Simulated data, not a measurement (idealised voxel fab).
Process module under the name voxel transistor to metal
The width of the displayed cross-section, cut, is 295 nm; its cells are square, with a size of 5 nm.
Format of a cross-section: grid, square cells. Given as bands. Order: top down. Band: one or more rows of cells. Look at the band entry: it leads with the top's height and the bottom's height in nm. Then it lists the materials left to right, with a width in nm for each. The word "everywhere" on a single material says that material fills the band edge to edge. The word "air" is empty space. Heads up on the height convention: 0 is the point under which the incoming wafer is all one material, and the lowest band has no bottom, it just keeps going down, like "0 down". It should be noted that a width expressed as "30->40" varies in equal increments from row to row of cells within the band, taking the value of the first number at the top row and that of the second number at the bottom row. No cell of the cross-section changed in a step that is given as "changes: none". The list in "Enclosed empty spaces" covers empty spaces of 8 cells or more that cannot reach the top through any open way, and it gives each as width x height at distance; the distance is from the left edge, and width, height and distance are in nm. Formally, on a step line, whatever follows the settings is a remark that the simulator itself makes on the step. What "overlay nm" on a step's line means: if the step has a mask, that mask lay this far to the right of its planned place, or, when the value is negative, to the left.

### The steps planned for the process are as follows
1,RECEIVE (material Si)
2,OXIDIZE (depth nm 5)
3,CONFORMAL_DEP (material SiN; thk nm 15)
4,DIRECTIONAL_DEP (material aC; thk nm 10)
5,PATTERN (tone cover; mask id ACTIVE; material resist; width nm 95; pitch nm 125; thk nm 30; overlay nm 0)
6,DIRECTIONAL_ETCH (etch materials aC; depth nm 10)
7,STRIP (etch materials resist)
8,DIRECTIONAL_ETCH (etch materials SiN; depth nm 15)
9,DIRECTIONAL_ETCH (etch materials SiO2; depth nm 5)
10,DIRECTIONAL_ETCH (etch materials Si; depth nm 30)
11,STRIP (etch materials aC)
12,OXIDIZE (depth nm 5)
13,FILL_DEP (material SiO2; thk nm 10)
14,CMP (height nm 15)
15,SELECTIVE_ETCH (etch materials SiO2; depth nm 10)
16,STRIP (etch materials SiN)
17,SELECTIVE_ETCH (etch materials SiO2; depth nm 5)
18,OXIDIZE (depth nm 5)
19,DIRECTIONAL_DEP (material polySi; thk nm 20)
20,DIRECTIONAL_DEP (material SiCN; thk nm 10)
21,PATTERN (tone cover; mask id GATE; material resist; width nm 15; pitch nm 125; thk nm 15; overlay nm 0)
22,DIRECTIONAL_ETCH (etch materials SiCN; depth nm 20)
23,DIRECTIONAL_ETCH (etch materials polySi; depth nm 30)
24,STRIP (etch materials resist)
25,CONFORMAL_DEP (material SiN; thk nm 5)
26,DIRECTIONAL_ETCH (etch materials SiN; depth nm 5)
27,DIRECTIONAL_ETCH (etch materials SiO2; depth nm 5)
28,DIRECTIONAL_ETCH (etch materials Si; depth nm 10)
29,EPI (material SiGe; thk nm 15)
30,FILL_DEP (material SiO2; thk nm 5)
31,CMP (height nm 25)
32,DIRECTIONAL_DEP (material SiO2; thk nm 15)
33,MASKED_ETCH (tone open; mask id CONTACT; width nm 25; etch materials SiO2; depth nm 45; overlay nm 0)
34,CONFORMAL_DEP (material TiN; thk nm 5)
35,FILL_DEP (material Ru; thk nm 5)
36,CMP (height nm 40)
37,DIRECTIONAL_DEP (material TiN; thk nm 5)
38,DIRECTIONAL_DEP (material Ru; thk nm 15)
39,MASKED_ETCH (tone cover; mask id METAL_1; width nm 15; etch materials Ru; depth nm 15; overlay nm 0)
40,MASKED_ETCH (tone cover; mask id METAL_1; width nm 15; etch materials TiN; depth nm 5; overlay nm 0)
41,CONFORMAL_DEP (material SiCN; thk nm 5)
42,FILL_DEP (material lowk; thk nm 10)
43,CMP (height nm 60)
44,CONFORMAL_DEP (material SiN; thk nm 5)

### Delivered wafer in cross-section: state after step 1
0 down  Si everywhere
Enclosed empty spaces: none

### The plan above was carried out on the starting structure above with one mistake, and this cross-section shows the wafer at the end of the module
80 to 75  SiN everywhere
75 to 65  lowk everywhere
65 to 60  40 nm lowk, 25 nm SiCN, 35 nm lowk, 25 nm SiCN, 40 nm lowk, 25 nm SiCN, 35 nm lowk, 25 nm SiCN, 45 nm lowk
60 to 45  40 nm lowk, 5 nm SiCN, 15 nm Ru, 5 nm SiCN, 35 nm lowk, 5 nm SiCN, 15 nm Ru, 5 nm SiCN, 40 nm lowk, 5 nm SiCN, 15 nm Ru, 5 nm SiCN, 35 nm lowk, 5 nm SiCN, 15 nm Ru, 5 nm SiCN, 45 nm lowk
45 to 40  45 nm SiCN, 15 nm TiN, 45 nm SiCN, 15 nm TiN, 50 nm SiCN, 15 nm TiN, 45 nm SiCN, 15 nm TiN, 50 nm SiCN
40 to 25  45 nm SiO2, 5 nm TiN, 15 nm Ru, 5 nm TiN, 25 nm SiO2, 5 nm TiN, 15 nm Ru, 5 nm TiN, 50 nm SiO2, 5 nm TiN, 15 nm Ru, 5 nm TiN, 25 nm SiO2, 5 nm TiN, 15 nm Ru, 5 nm TiN, 50 nm SiO2
25 to 15  45 nm SiO2, 5 nm TiN, 15 nm Ru, 5 nm TiN, 5 nm SiN, 15 nm SiCN, 5 nm SiN, 5 nm TiN, 15 nm Ru, 5 nm TiN, 50 nm SiO2, 5 nm TiN, 15 nm Ru, 5 nm TiN, 5 nm SiN, 15 nm SiCN, 5 nm SiN, 5 nm TiN, 15 nm Ru, 5 nm TiN, 50 nm SiO2
15 to 10  45 nm SiO2, 5 nm TiN, 15 nm Ru, 5 nm TiN, 5 nm SiN, 15 nm polySi, 5 nm SiN, 5 nm TiN, 15 nm Ru, 5 nm TiN, 50 nm SiO2, 5 nm TiN, 15 nm Ru, 5 nm TiN, 5 nm SiN, 15 nm polySi, 5 nm SiN, 5 nm TiN, 15 nm Ru, 5 nm TiN, 50 nm SiO2
10 to 5  45 nm SiO2, 25 nm TiN, 5 nm SiN, 15 nm polySi, 5 nm SiN, 25 nm TiN, 50 nm SiO2, 25 nm TiN, 5 nm SiN, 15 nm polySi, 5 nm SiN, 25 nm TiN, 50 nm SiO2
5 to 0  45 nm SiO2, 10 nm TiN, 15 nm SiGe, 5 nm SiN, 15 nm polySi, 5 nm SiN, 15 nm SiGe, 10 nm TiN, 50 nm SiO2, 10 nm TiN, 15 nm SiGe, 5 nm SiN, 15 nm polySi, 5 nm SiN, 15 nm SiGe, 10 nm TiN, 50 nm SiO2
0 to -5  30 nm SiO2, 5 nm SiN, 10 nm SiO2, 10 nm TiN, 15 nm SiGe, 5 nm SiN, 15 nm polySi, 5 nm SiN, 15 nm SiGe, 10 nm TiN, 10 nm SiO2, 5 nm SiN, 20 nm SiO2, 5 nm SiN, 10 nm SiO2, 10 nm TiN, 15 nm SiGe, 5 nm SiN, 15 nm polySi, 5 nm SiN, 15 nm SiGe, 10 nm TiN, 10 nm SiO2, 5 nm SiN, 35 nm SiO2
-5 to -10  35 nm SiO2, 35 nm SiGe, 25 nm SiO2, 35 nm SiGe, 30 nm SiO2, 35 nm SiGe, 25 nm SiO2, 35 nm SiGe, 40 nm SiO2
-10 to -20  40 nm SiO2, 30 nm SiGe, 25 nm Si, 30 nm SiGe, 40 nm SiO2, 30 nm SiGe, 25 nm Si, 30 nm SiGe, 45 nm SiO2
-20 to -40  40 nm SiO2, 85 nm Si, 40 nm SiO2, 85 nm Si, 45 nm SiO2
-40 down  Si everywhere
Enclosed empty spaces: none
Which mistake was made when the wafer was run? plan step 43 was not performed, having been skipped
